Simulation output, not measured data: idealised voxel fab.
voxel fin reveal: a process module
For reference, the cross-section in this document is cut, with width 200 nm and square cells of 5 nm.
Cross-section layout: square cells on a grid; listed as bands, top to bottom; a band spans one or more cell rows.
Heads up on the band format: heights come first, top then bottom, in nm. After that it's the materials left to right, each with its width in nm. A single material flagged "all across" fills the whole band edge to edge, and "blank" means there's empty space there.
Height reference: 0 = level under which incoming wafer is all one material. Lowest band: no bottom, runs on downward, e.g. "0 down".
When a width is written as two numbers, as in "30..40", the first number is the width in the top row of cells of the band and the second is the width in its bottom row, and the width changes by the same amount from each row to the next.
"nothing altered" (step): cross-section cells unchanged, all of them.
In "Enclosed void catalog" the enclosed voids are listed, meaning empty spaces of 8 cells or larger without any opening to the top. The form is width x height at distance, distance from the left edge, units nm.
Read whatever lies past the settings on a step's line as the simulator's own remark about the step.
The line of a step may include "overlay nm". On a step with a mask, this value is how far to the right of its planned place the mask lay. A negative value means the mask lay to the left.
Below is the list of planned process steps
step 1: RECEIVE [material Si]
step 2: CONFORMAL_DEP [material SiN] [thk nm 5]
step 3: MASKED_ETCH [tone cover] [mask id FINS] [width nm 15] [pitch nm 40] [etch materials SiN] [depth nm 5] [overlay nm 0]
step 4: MASKED_ETCH [tone cover] [mask id FINS] [width nm 15] [pitch nm 40] [etch materials Si] [depth nm 40] [overlay nm 0]
step 5: OXIDIZE [depth nm 5]
step 6: FILL_DEP [material SiO2] [thk nm 5]
step 7: CMP [height nm 5]
step 8: SELECTIVE_ETCH [etch materials SiO2] [depth nm 20]
step 9: STRIP [etch materials SiN]
Cross-section of the wafer at receipt, which is the condition after step 1
> 0 down = Si all across
> Enclosed void catalog: none
Cross-sectional image of the first of two wafers at the end of the module, the run having proceeded as planned
> 0 to -15 = 55 of blank | 5 of Si | 35 of blank | 5 of Si | 35 of blank | 5 of Si | 60 of blank
> -15 to -45 = 55 of SiO2 | 5 of Si | 35 of SiO2 | 5 of Si | 35 of SiO2 | 5 of Si | 60 of SiO2
> -45 down = Si all across
> Enclosed void catalog: none
Wafer two, end of module, cross-section. Same start, same plan as wafer one. One mistake in the run
> 5 to 0 = 50 of blank | 15 of SiN | 25 of blank | 15 of SiN | 25 of blank | 15 of SiN | 55 of blank
> 0 to -15 = 55 of blank | 5 of Si | 35 of blank | 5 of Si | 35 of blank | 5 of Si | 60 of blank
> -15 to -45 = 55 of SiO2 | 5 of Si | 35 of SiO2 | 5 of Si | 35 of SiO2 | 5 of Si | 60 of SiO2
> -45 down = Si all across
> Enclosed void catalog: none
Error vs. plan: the plan's step 9 was left out and never carried out
The closing comparison, in cells, has the second wafer with more or fewer of some materials than the first: +9 SiN
